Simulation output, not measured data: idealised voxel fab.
process module | voxel quadruple lines
cross-section cut | 300 nm wide | cells 5 nm
A cross-section is a grid of square cells, given in bands from the top down. A band is one or more rows of cells.
Each band's line starts with the height of the band's top and of its bottom, in nm. Then come its materials from left to right, each with its width in nm. One material with "throughout" fills the band from edge to edge. "air" is empty space.
Height 0 is the level under which the wafer as received is all one material. The lowest band goes on downwards, as in "0 down".
A width such as "30 to 40" changes by the same amount from each row of cells to the next, from the band's top row to its bottom row.
"no change" after a step means that no cell of the cross-section changed.
closed voids: empty space of 8 cells or more with no open way to the top, each as width x height at its distance from the left edge, in nm
after a step's settings: what the simulator itself notes on the step
overlay nm, on a step with a mask: how far to the right of its planned place the mask lay; to the left if negative
plan
1 op RECEIVE | material Si
2 op CONFORMAL_DEP | material Al2O3 | thk nm 10
3 op DIRECTIONAL_DEP | material W | thk nm 10
4 op DIRECTIONAL_DEP | material polySi | thk nm 20
5 op DIRECTIONAL_DEP | material aC | thk nm 25
6 op PATTERN | tone cover | mask id MANDREL | material resist | width nm 25 | pitch nm 80 | thk nm 35 | overlay nm 0
7 op DIRECTIONAL_ETCH | etch materials aC | depth nm 25
8 op STRIP | etch materials resist
9 op CONFORMAL_DEP | material SiO2 | thk nm 15
10 op DIRECTIONAL_ETCH | etch materials SiO2 | depth nm 15
11 op STRIP | etch materials aC
12 op DIRECTIONAL_ETCH | etch materials polySi | depth nm 20
13 op STRIP | etch materials SiO2
14 op CONFORMAL_DEP | material SiN | thk nm 5
15 op DIRECTIONAL_ETCH | etch materials SiN | depth nm 5
16 op STRIP | etch materials polySi
17 op DIRECTIONAL_ETCH | etch materials W | depth nm 10
18 op STRIP | etch materials SiN
19 op FILL_DEP | material lowk | thk nm 10
20 op CMP | height nm 20
as received, after step 1
  0 down: Si throughout
  closed voids: none
a wafer at the end: this start, this plan, one mistake
  20 to 10: lowk 90 | W 5 | lowk 25 | W 5 | lowk 45 | W 5 | lowk 25 | W 5 | lowk 95
  10 to 0: Al2O3 throughout
  0 down: Si throughout
  closed voids: none
what went wrong: step 6 ran as: op PATTERN | tone open | mask id MANDREL | material resist | width nm 25 | pitch nm 80 | thk nm 35 | overlay nm 0
